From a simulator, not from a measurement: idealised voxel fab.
A process module follows: voxel capacitor over wiring.
The cross-section shown here is cut; it is 235 nm wide and divided into square cells measuring 5 nm on a side.
Just so we're on the same page, the cross-sections are grids of square cells, and they're listed out in bands top to bottom, each band one or more rows deep. Quick guide to a band line: top height, bottom height (nm) up front; then every material left to right with its width in nm. Only one material and it's marked "throughout"? Then it fills the band edge to edge. And "empty" just means empty space. Heads up on the height convention: 0 is the point under which the incoming wafer is all one material, and the lowest band has no bottom, it just keeps going down, like "0 -> down". The expression "30->40" gives the width at the extremes of the band, the first number at its top row of cells and the second at its bottom row, with the width changing by equal amounts from each row to the next in between. "nothing was modified" after a step means that no cell of the cross-section changed. Basically, "Trapped void list" tells you about the enclosed voids: empty spaces with no open way to the top, 8 cells or bigger, each written width x height at distance, where distance is from the left edge, all in nm. If you see something after the settings on a step's line, that's the simulator's own remark about that step. On any step carrying a mask, the "overlay nm" setting, if present on the step's line, tells how far right of its planned place the mask lay; negative values point to the left.
Intended process steps:
1,RECEIVE [material Si]
2,CONFORMAL_DEP [material SiO2] [thk nm 15]
3,CONFORMAL_DEP [material SiCN] [thk nm 5]
4,DIRECTIONAL_DEP [material SiO2] [thk nm 15]
5,DIRECTIONAL_DEP [material aC] [thk nm 10]
6,PATTERN [tone open] [mask id METAL_1] [material resist] [width nm 30] [pitch nm 95] [thk nm 25] [overlay nm 0]
7,DIRECTIONAL_ETCH [etch materials aC] [depth nm 10]
8,STRIP [etch materials resist]
9,DIRECTIONAL_ETCH [etch materials SiO2] [depth nm 15]
10,DIRECTIONAL_ETCH [etch materials SiCN] [depth nm 5]
11,STRIP [etch materials aC]
12,CONFORMAL_DEP [material TiN] [thk nm 5]
13,FILL_DEP [material Cu] [thk nm 5]
14,CMP [height nm 35]
15,CONFORMAL_DEP [material SiCN] [thk nm 5]
16,DIRECTIONAL_DEP [material SiO2] [thk nm 15]
17,MASKED_ETCH [tone open] [mask id PLUG_1] [width nm 15] [etch materials SiO2] [depth nm 15] [overlay nm 0]
18,MASKED_ETCH [tone open] [mask id PLUG_1] [width nm 15] [etch materials SiCN] [depth nm 5] [overlay nm 0]
19,CONFORMAL_DEP [material TiN] [thk nm 5]
20,FILL_DEP [material Cu] [thk nm 10]
21,CMP [height nm 55]
22,DIRECTIONAL_DEP [material TiN] [thk nm 10]
23,DIRECTIONAL_DEP [material SiN] [thk nm 5]
24,DIRECTIONAL_DEP [material TiN] [thk nm 5]
25,PATTERN [tone cover] [mask id UPPER_PLATE] [material resist] [width nm 70] [thk nm 20] [overlay nm 0]
26,DIRECTIONAL_ETCH [etch materials TiN] [depth nm 5]
27,DIRECTIONAL_ETCH [etch materials SiN] [depth nm 5]
28,STRIP [etch materials resist]
29,PATTERN [tone cover] [mask id LOWER_PLATE] [material resist] [width nm 80] [thk nm 20] [overlay nm 0]
30,DIRECTIONAL_ETCH [etch materials TiN] [depth nm 10]
31,STRIP [etch materials resist]
32,FILL_DEP [material SiO2] [thk nm 20]
33,CMP [height nm 90]
34,DIRECTIONAL_DEP [material aC] [thk nm 10]
35,PATTERN [tone open] [mask id PLUG_2] [material resist] [width nm 15] [thk nm 30] [overlay nm 0]
36,DIRECTIONAL_ETCH [etch materials aC] [depth nm 10]
37,STRIP [etch materials resist]
38,DIRECTIONAL_ETCH [etch materials SiO2] [depth nm 15]
39,STRIP [etch materials aC]
40,CONFORMAL_DEP [material TiN] [thk nm 5]
41,FILL_DEP [material Ru] [thk nm 10]
42,CMP [height nm 90]
43,CONFORMAL_DEP [material SiCN] [thk nm 5]
The first of the two wafers, which ran as planned:
Wafer as received: cross-section following step 1:
  0 -> down  Si throughout
  Trapped void list: none
Sectional view: wafer, after step 2:
  15 -> 0  SiO2 throughout
  For the remainder of the cross-section, below 0, there is no change.
Sectional view: wafer, after step 3:
  20 -> 15  SiCN throughout
  For the remainder of the cross-section, below 15, there is no change.
Sectional view: wafer, after step 4:
  35 -> 20  SiO2 throughout
  For the remainder of the cross-section, below 20, there is no change.
Sectional view: wafer, after step 5:
  45 -> 35  aC throughout
  For the remainder of the cross-section, below 35, there is no change.
Sectional view: wafer, after step 6:
  70 -> 45  55 resist | 30 empty | 65 resist | 30 empty | 55 resist
  For the remainder of the cross-section, below 45, there is no change.
Sectional view: wafer, after step 7:
  60 -> 45  55 resist | 30 empty | 65 resist | 30 empty | 55 resist
  45 -> 35  55 aC | 30 empty | 65 aC | 30 empty | 55 aC
  For the remainder of the cross-section, below 35, there is no change.
Sectional view: wafer, after step 8:
  45 -> 35  55 aC | 30 empty | 65 aC | 30 empty | 55 aC
  For the remainder of the cross-section, below 35, there is no change.
Sectional view: wafer, after step 9:
  45 -> 35  55 aC | 30 empty | 65 aC | 30 empty | 55 aC
  35 -> 20  55 SiO2 | 30 empty | 65 SiO2 | 30 empty | 55 SiO2
  For the remainder of the cross-section, below 20, there is no change.
Sectional view: wafer, after step 10:
  45 -> 35  55 aC | 30 empty | 65 aC | 30 empty | 55 aC
  35 -> 20  55 SiO2 | 30 empty | 65 SiO2 | 30 empty | 55 SiO2
  20 -> 15  55 SiCN | 30 empty | 65 SiCN | 30 empty | 55 SiCN
  For the remainder of the cross-section, below 15, there is no change.
Sectional view: wafer, after step 11:
  35 -> 20  55 SiO2 | 30 empty | 65 SiO2 | 30 empty | 55 SiO2
  For the remainder of the cross-section, below 20, there is no change.
Sectional view: wafer, after step 12:
  40 -> 35  60 TiN | 20 empty | 75 TiN | 20 empty | 60 TiN
  35 -> 20  55 SiO2 | 5 TiN | 20 empty | 5 TiN | 65 SiO2 | 5 TiN | 20 empty | 5 TiN | 55 SiO2
  20 -> 15  55 SiCN | 30 TiN | 65 SiCN | 30 TiN | 55 SiCN
  For the remainder of the cross-section, below 15, there is no change.
Sectional view: wafer, after step 13:
  45 -> 40  Cu throughout
  40 -> 35  60 TiN | 20 Cu | 75 TiN | 20 Cu | 60 TiN
  35 -> 20  55 SiO2 | 5 TiN | 20 Cu | 5 TiN | 65 SiO2 | 5 TiN | 20 Cu | 5 TiN | 55 SiO2
  For the remainder of the cross-section, below 20, there is no change.
Sectional view: wafer, after step 14:
  35 -> 20  55 SiO2 | 5 TiN | 20 Cu | 5 TiN | 65 SiO2 | 5 TiN | 20 Cu | 5 TiN | 55 SiO2
  For the remainder of the cross-section, below 20, there is no change.
Sectional view: wafer, after step 15:
  40 -> 35  SiCN throughout
  For the remainder of the cross-section, below 35, there is no change.
Sectional view: wafer, after step 16:
  55 -> 40  SiO2 throughout
  For the remainder of the cross-section, below 40, there is no change.
Sectional view: wafer, after step 17:
  55 -> 40  70 SiO2 | 15 empty | 150 SiO2
  For the remainder of the cross-section, below 40, there is no change.
Sectional view: wafer, after step 18:
  55 -> 40  70 SiO2 | 15 empty | 150 SiO2
  40 -> 35  70 SiCN | 15 empty | 150 SiCN
  For the remainder of the cross-section, below 35, there is no change.
Sectional view: wafer, after step 19:
  60 -> 55  75 TiN | 5 empty | 155 TiN
  55 -> 40  70 SiO2 | 5 TiN | 5 empty | 5 TiN | 150 SiO2
  40 -> 35  70 SiCN | 15 TiN | 150 SiCN
  For the remainder of the cross-section, below 35, there is no change.
Sectional view: wafer, after step 20:
  70 -> 60  Cu throughout
  60 -> 55  75 TiN | 5 Cu | 155 TiN
  55 -> 40  70 SiO2 | 5 TiN | 5 Cu | 5 TiN | 150 SiO2
  For the remainder of the cross-section, below 40, there is no change.
Sectional view: wafer, after step 21:
  55 -> 40  70 SiO2 | 5 TiN | 5 Cu | 5 TiN | 150 SiO2
  For the remainder of the cross-section, below 40, there is no change.
Sectional view: wafer, after step 22:
  65 -> 55  TiN throughout
  For the remainder of the cross-section, below 55, there is no change.
Sectional view: wafer, after step 23:
  70 -> 65  SiN throughout
  For the remainder of the cross-section, below 65, there is no change.
Sectional view: wafer, after step 24:
  75 -> 70  TiN throughout
  For the remainder of the cross-section, below 70, there is no change.
Sectional view: wafer, after step 25:
  95 -> 75  70 empty | 70 resist | 95 empty
  For the remainder of the cross-section, below 75, there is no change.
Sectional view: wafer, after step 26:
  95 -> 75  70 empty | 70 resist | 95 empty
  75 -> 70  70 empty | 70 TiN | 95 empty
  For the remainder of the cross-section, below 70, there is no change.
Sectional view: wafer, after step 27:
  95 -> 75  70 empty | 70 resist | 95 empty
  75 -> 70  70 empty | 70 TiN | 95 empty
  70 -> 65  70 empty | 70 SiN | 95 empty
  For the remainder of the cross-section, below 65, there is no change.
Sectional view: wafer, after step 28:
  75 -> 70  70 empty | 70 TiN | 95 empty
  For the remainder of the cross-section, below 70, there is no change.
Sectional view: wafer, after step 29:
  95 -> 75  65 empty | 80 resist | 90 empty
  75 -> 70  65 empty | 5 resist | 70 TiN | 5 resist | 90 empty
  70 -> 65  65 empty | 5 resist | 70 SiN | 5 resist | 90 empty
  For the remainder of the cross-section, below 65, there is no change.
Sectional view: wafer, after step 30:
  95 -> 75  65 empty | 80 resist | 90 empty
  75 -> 70  65 empty | 5 resist | 70 TiN | 5 resist | 90 empty
  70 -> 65  65 empty | 5 resist | 70 SiN | 5 resist | 90 empty
  65 -> 55  65 empty | 80 TiN | 90 empty
  For the remainder of the cross-section, below 55, there is no change.
Sectional view: wafer, after step 31:
  75 -> 70  70 empty | 70 TiN | 95 empty
  70 -> 65  70 empty | 70 SiN | 95 empty
  For the remainder of the cross-section, below 65, there is no change.
Sectional view: wafer, after step 32:
  95 -> 75  SiO2 throughout
  75 -> 70  70 SiO2 | 70 TiN | 95 SiO2
  70 -> 65  70 SiO2 | 70 SiN | 95 SiO2
  65 -> 55  65 SiO2 | 80 TiN | 90 SiO2
  For the remainder of the cross-section, below 55, there is no change.
Sectional view: wafer, after step 33:
  90 -> 75  SiO2 throughout
  For the remainder of the cross-section, below 75, there is no change.
Sectional view: wafer, after step 34:
  100 -> 90  aC throughout
  For the remainder of the cross-section, below 90, there is no change.
Sectional view: wafer, after step 35:
  130 -> 100  80 resist | 15 empty | 140 resist
  For the remainder of the cross-section, below 100, there is no change.
Sectional view: wafer, after step 36:
  120 -> 100  80 resist | 15 empty | 140 resist
  100 -> 90  80 aC | 15 empty | 140 aC
  For the remainder of the cross-section, below 90, there is no change.
Sectional view: wafer, after step 37:
  100 -> 90  80 aC | 15 empty | 140 aC
  For the remainder of the cross-section, below 90, there is no change.
Sectional view: wafer, after step 38:
  100 -> 90  80 aC | 15 empty | 140 aC
  90 -> 75  80 SiO2 | 15 empty | 140 SiO2
  For the remainder of the cross-section, below 75, there is no change.
Sectional view: wafer, after step 39:
  90 -> 75  80 SiO2 | 15 empty | 140 SiO2
  For the remainder of the cross-section, below 75, there is no change.
Sectional view: wafer, after step 40:
  95 -> 90  85 TiN | 5 empty | 145 TiN
  90 -> 80  80 SiO2 | 5 TiN | 5 empty | 5 TiN | 140 SiO2
  80 -> 70  80->70 SiO2 | 15->70 TiN | 140->95 SiO2
  For the remainder of the cross-section, below 70, there is no change.
Sectional view: wafer, after step 41:
  105 -> 95  Ru throughout
  95 -> 90  85 TiN | 5 Ru | 145 TiN
  90 -> 80  80 SiO2 | 5 TiN | 5 Ru | 5 TiN | 140 SiO2
  For the remainder of the cross-section, below 80, there is no change.
Sectional view: wafer, after step 42:
  90 -> 80  80 SiO2 | 5 TiN | 5 Ru | 5 TiN | 140 SiO2
  For the remainder of the cross-section, below 80, there is no change.
Sectional view: wafer, after step 43:
  95 -> 90  SiCN throughout
  For the remainder of the cross-section, below 90, there is no change.
The second wafer: identical to the first at the outset and in its planned sequence, differing only in that one mistake was made during processing; up to and including step 21, its path is the first wafer's path:
What the second wafer looks like in cross-section when step 22 should have wrapped up:
  60 -> 55  SiN throughout
  For the remainder of the cross-section, below 55, there is no change.
What the second wafer looks like in cross-section when step 23 should have wrapped up:
  70 -> 60  TiN throughout
  For the remainder of the cross-section, below 60, there is no change.
What the second wafer looks like in cross-section when step 24 should have wrapped up:
  75 -> 60  TiN throughout
  For the remainder of the cross-section, below 60, there is no change.
What the second wafer looks like in cross-section when step 25 should have wrapped up:
  95 -> 75  70 empty | 70 resist | 95 empty
  For the remainder of the cross-section, below 75, there is no change.
What the second wafer looks like in cross-section when step 26 should have wrapped up:
  95 -> 75  70 empty | 70 resist | 95 empty
  75 -> 70  70 empty | 70 TiN | 95 empty
  For the remainder of the cross-section, below 70, there is no change.
What the second wafer looks like in cross-section when step 27 should have wrapped up: nothing was modified
What the second wafer looks like in cross-section when step 28 should have wrapped up:
  75 -> 70  70 empty | 70 TiN | 95 empty
  For the remainder of the cross-section, below 70, there is no change.
What the second wafer looks like in cross-section when step 29 should have wrapped up:
  95 -> 75  65 empty | 80 resist | 90 empty
  75 -> 70  65 empty | 5 resist | 70 TiN | 5 resist | 90 empty
  For the remainder of the cross-section, below 70, there is no change.
What the second wafer looks like in cross-section when step 30 should have wrapped up:
  95 -> 75  65 empty | 80 resist | 90 empty
  75 -> 70  65 empty | 5 resist | 70 TiN | 5 resist | 90 empty
  70 -> 60  65 empty | 80 TiN | 90 empty
  For the remainder of the cross-section, below 60, there is no change.
What the second wafer looks like in cross-section when step 31 should have wrapped up:
  75 -> 70  70 empty | 70 TiN | 95 empty
  For the remainder of the cross-section, below 70, there is no change.
What the second wafer looks like in cross-section when step 32 should have wrapped up:
  95 -> 75  SiO2 throughout
  75 -> 70  70 SiO2 | 70 TiN | 95 SiO2
  70 -> 60  65 SiO2 | 80 TiN | 90 SiO2
  For the remainder of the cross-section, below 60, there is no change.
What the second wafer looks like in cross-section when step 33 should have wrapped up:
  90 -> 75  SiO2 throughout
  For the remainder of the cross-section, below 75, there is no change.
What the second wafer looks like in cross-section when step 34 should have wrapped up:
  100 -> 90  aC throughout
  For the remainder of the cross-section, below 90, there is no change.
What the second wafer looks like in cross-section when step 35 should have wrapped up:
  130 -> 100  80 resist | 15 empty | 140 resist
  For the remainder of the cross-section, below 100, there is no change.
What the second wafer looks like in cross-section when step 36 should have wrapped up:
  120 -> 100  80 resist | 15 empty | 140 resist
  100 -> 90  80 aC | 15 empty | 140 aC
  For the remainder of the cross-section, below 90, there is no change.
What the second wafer looks like in cross-section when step 37 should have wrapped up:
  100 -> 90  80 aC | 15 empty | 140 aC
  For the remainder of the cross-section, below 90, there is no change.
What the second wafer looks like in cross-section when step 38 should have wrapped up:
  100 -> 90  80 aC | 15 empty | 140 aC
  90 -> 75  80 SiO2 | 15 empty | 140 SiO2
  For the remainder of the cross-section, below 75, there is no change.
What the second wafer looks like in cross-section when step 39 should have wrapped up:
  90 -> 75  80 SiO2 | 15 empty | 140 SiO2
  For the remainder of the cross-section, below 75, there is no change.
What the second wafer looks like in cross-section when step 40 should have wrapped up:
  95 -> 90  85 TiN | 5 empty | 145 TiN
  90 -> 80  80 SiO2 | 5 TiN | 5 empty | 5 TiN | 140 SiO2
  80 -> 70  80->70 SiO2 | 15->70 TiN | 140->95 SiO2
  For the remainder of the cross-section, below 70, there is no change.
What the second wafer looks like in cross-section when step 41 should have wrapped up:
  105 -> 95  Ru throughout
  95 -> 90  85 TiN | 5 Ru | 145 TiN
  90 -> 80  80 SiO2 | 5 TiN | 5 Ru | 5 TiN | 140 SiO2
  For the remainder of the cross-section, below 80, there is no change.
What the second wafer looks like in cross-section when step 42 should have wrapped up:
  90 -> 80  80 SiO2 | 5 TiN | 5 Ru | 5 TiN | 140 SiO2
  For the remainder of the cross-section, below 80, there is no change.
What the second wafer looks like in cross-section when step 43 should have wrapped up:
  95 -> 90  SiCN throughout
  For the remainder of the cross-section, below 90, there is no change.
Processing error: so 22 and 23 got swapped relative to the plan, each ran where the other was supposed to
Materials where the second wafer ends with more or fewer cells than the first: SiN +33 | SiO2 -33
